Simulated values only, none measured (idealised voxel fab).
Documented hereafter: the process module known as voxel transistor to metal.
Cross-section cut: width 175 nm, square cells of 5 nm.
For the purposes of this document, a cross-section shall be understood as a grid of square cells, specified as bands listed in top-to-bottom order, each band consisting of one or more rows of cells.
Heights first: top, then bottom, in nm. Then materials, left to right, each with a width in nm. "full width" on a single material: fills the band edge to edge. "empty": empty space.
All heights in this document are referenced to 0, defined as the level beneath which the wafer, as received, consists entirely of one material. The lowest band is not bounded below; it extends indefinitely downward and is written in the form "z 0 and below".
With a width like "30->40", each row of cells in the band differs from the next by the same amount, the top row carrying the first number and the bottom row the second.
The cross-section has no changed cell in any step marked "nothing got changed".
"Entrapped void list" - sealed voids, min. 8 cells, no opening to top; format: width x height at distance (distance from left edge; nm throughout).
Text after the settings on a step's line: the simulator's own remark on that step.
overlay nm: how far to the right of its planned place the mask lay on this masked step (negative: to the left).
[Steps in the process plan]
1: op RECEIVE | material Si
2: op OXIDIZE | depth nm 5
3: op CONFORMAL_DEP | material SiN | thk nm 10
4: op DIRECTIONAL_DEP | material aC | thk nm 15
5: op PATTERN | tone cover | mask id ACTIVE | material resist | width nm 115 | thk nm 35 | overlay nm 0
6: op DIRECTIONAL_ETCH | etch materials aC | depth nm 15
7: op STRIP | etch materials resist
8: op DIRECTIONAL_ETCH | etch materials SiN | depth nm 10
9: op DIRECTIONAL_ETCH | etch materials SiO2 | depth nm 5
10: op DIRECTIONAL_ETCH | etch materials Si | depth nm 20
11: op STRIP | etch materials aC
12: op OXIDIZE | depth nm 5
13: op FILL_DEP | material SiO2 | thk nm 5
14: op CMP | height nm 10
15: op SELECTIVE_ETCH | etch materials SiO2 | depth nm 10
16: op STRIP | etch materials SiN
17: op SELECTIVE_ETCH | etch materials SiO2 | depth nm 5
18: op OXIDIZE | depth nm 5
19: op DIRECTIONAL_DEP | material polySi | thk nm 30
20: op DIRECTIONAL_DEP | material SiCN | thk nm 10
21: op PATTERN | tone cover | mask id GATE | material resist | width nm 25 | thk nm 15 | overlay nm 0
22: op DIRECTIONAL_ETCH | etch materials SiCN | depth nm 20
23: op DIRECTIONAL_ETCH | etch materials polySi | depth nm 40
24: op STRIP | etch materials resist
25: op CONFORMAL_DEP | material SiO2 | thk nm 5
26: op DIRECTIONAL_ETCH | etch materials SiO2 | depth nm 5
27: op CONFORMAL_DEP | material SiN | thk nm 10
28: op DIRECTIONAL_ETCH | etch materials SiN | depth nm 10
29: op DIRECTIONAL_ETCH | etch materials SiO2 | depth nm 5
30: op DIRECTIONAL_ETCH | etch materials Si | depth nm 5
31: op EPI | material pSi | thk nm 5
32: op FILL_DEP | material SiO2 | thk nm 5
33: op CMP | height nm 25
34: op STRIP | etch materials polySi
35: op SELECTIVE_ETCH | etch materials SiO2 | depth nm 5
36: op CONFORMAL_DEP | material HfO2 | thk nm 5
37: op CONFORMAL_DEP | material TiN | thk nm 5
38: op FILL_DEP | material W | thk nm 5
39: op CMP | height nm 20
40: op DIRECTIONAL_DEP | material SiO2 | thk nm 10
41: op MASKED_ETCH | tone open | mask id CONTACT | width nm 20 | pitch nm 75 | etch materials SiO2 | depth nm 40 | overlay nm 0
42: op CONFORMAL_DEP | material TiN | thk nm 5
43: op FILL_DEP | material W | thk nm 5
44: op CMP | height nm 30
45: op CONFORMAL_DEP | material SiCN | thk nm 5
46: op DIRECTIONAL_DEP | material lowk | thk nm 25
47: op PATTERN | tone open | mask id METAL_1 | material resist | width nm 20 | pitch nm 75 | thk nm 20 | overlay nm 0
48: op DIRECTIONAL_ETCH | etch materials lowk | depth nm 25
49: op DIRECTIONAL_ETCH | etch materials SiCN | depth nm 5
50: op STRIP | etch materials resist
51: op CONFORMAL_DEP | material TiN | thk nm 5
52: op FILL_DEP | material W | thk nm 5
53: op CMP | height nm 60
54: op EPI | material Ru | thk nm 5
55: op FILL_DEP | material SiCN | thk nm 5
56: op DIRECTIONAL_DEP | material lowk | thk nm 25
57: op PATTERN | tone open | mask id METAL_2 | material resist | width nm 20 | pitch nm 75 | thk nm 15 | overlay nm 0
58: op DIRECTIONAL_ETCH | etch materials lowk | depth nm 15
59: op STRIP | etch materials resist
60: op PATTERN | tone open | mask id METAL_2_HOLES | material resist | width nm 15 | pitch nm 75 | thk nm 15 | overlay nm 0
61: op DIRECTIONAL_ETCH | etch materials lowk | depth nm 10
62: op DIRECTIONAL_ETCH | etch materials SiCN | depth nm 5
63: op STRIP | etch materials resist
64: op CONFORMAL_DEP | material TiN | thk nm 5
65: op FILL_DEP | material Cu | thk nm 5
66: op CMP | height nm 95
67: op CONFORMAL_DEP | material SiN | thk nm 5
[Cross-section of the incoming wafer, state after step 1]
> z 0 and below | Si full width
> Entrapped void list: none
[first wafer at the end, as planned]
> z 100 to 95 | SiN full width
> z 95 to 85 | lowk 40  TiN 5  Cu 10  TiN 5  lowk 55  TiN 5  Cu 10  TiN 5  lowk 40
> z 85 to 80 | lowk 40  TiN 5  Cu 5  TiN 10  lowk 55  TiN 5  Cu 5  TiN 10  lowk 40
> z 80 to 70 | lowk 40  TiN 5  Cu 5  TiN 5  lowk 60  TiN 5  Cu 5  TiN 5  lowk 45
> z 70 to 65 | SiCN 40  TiN 15  SiCN 60  TiN 15  SiCN 45
> z 65 to 60 | SiCN 35  Ru 30  SiCN 45  Ru 30  SiCN 35
> z 60 to 35 | lowk 40  TiN 5  W 10  TiN 5  lowk 55  TiN 5  W 10  TiN 5  lowk 40
> z 35 to 30 | SiCN 40  TiN 20  SiCN 55  TiN 20  SiCN 40
> z 30 to 20 | SiO2 40  TiN 5  W 10  TiN 5  SiO2 55  TiN 5  W 10  TiN 5  SiO2 40
> z 20 to 0 | SiO2 40  TiN 5  W 10  TiN 5  SiN 10  HfO2 5  TiN 5  W 15  TiN 5  HfO2 5  SiN 10  TiN 5  W 10  TiN 5  SiO2 40
> z 0 to -5 | SiO2 40  TiN 5  W 5  TiN 10  SiN 10  HfO2 5  TiN 25  HfO2 5  SiN 10  TiN 10  W 5  TiN 5  SiO2 40
> z -5 to -10 | SiO2 40  TiN 15  pSi 5  SiO2 10  HfO2 35  SiO2 10  pSi 5  TiN 15  SiO2 40
> z -10 to -15 | SiO2 35  pSi 25  Si 55  pSi 25  SiO2 35
> z -15 to -30 | SiO2 35  Si 105  SiO2 35
> z -30 and below | Si full width
> Entrapped void list: none
[second wafer at the end: like start, like plan, one mistake]
> z 100 to 95 | SiN full width
> z 95 to 85 | lowk 40  TiN 5  Cu 10  TiN 5  lowk 55  TiN 5  Cu 10  TiN 5  lowk 40
> z 85 to 80 | lowk 40  TiN 5  Cu 5  TiN 10  lowk 55  TiN 5  Cu 5  TiN 10  lowk 40
> z 80 to 70 | lowk 40  TiN 5  Cu 5  TiN 5  lowk 60  TiN 5  Cu 5  TiN 5  lowk 45
> z 70 to 65 | SiCN 40  TiN 15  SiCN 60  TiN 15  SiCN 45
> z 65 to 60 | SiCN 35  Ru 30  SiCN 45  Ru 30  SiCN 35
> z 60 to 35 | lowk 40  TiN 5  W 10  TiN 5  lowk 55  TiN 5  W 10  TiN 5  lowk 40
> z 35 to 30 | SiCN 40  TiN 20  SiCN 55  TiN 20  SiCN 40
> z 30 to 20 | SiO2 40  TiN 5  W 10  TiN 5  SiO2 55  TiN 5  W 10  TiN 5  SiO2 40
> z 20 to 0 | SiO2 40  TiN 5  W 10  TiN 5  SiO2 5  SiN 10  HfO2 5  TiN 5  W 5  TiN 5  HfO2 5  SiN 10  SiO2 5  TiN 5  W 10  TiN 5  SiO2 40
> z 0 to -5 | SiO2 40  TiN 5  W 10  TiN 5  SiO2 5  SiN 10  HfO2 5  TiN 15  HfO2 5  SiN 10  SiO2 5  TiN 5  W 10  TiN 5  SiO2 40
> z -5 to -10 | SiO2 40  TiN 20  pSi 5  SiO2 10  HfO2 25  SiO2 10  pSi 5  TiN 20  SiO2 40
> z -10 to -15 | SiO2 35  pSi 30  Si 45  pSi 30  SiO2 35
> z -15 to -30 | SiO2 35  Si 105  SiO2 35
> z -30 and below | Si full width
> Entrapped void list: none
Error vs. plan: step 21 ran with different settings than intended, the actual operation and settings being op PATTERN | tone cover | mask id GATE | material resist | width nm 15 | thk nm 15 | overlay nm 0
Final tally in cells, some materials are higher or lower on the second wafer than on the first: HfO2 -2; Si -2; SiO2 +10; TiN -2; W -6; pSi +2
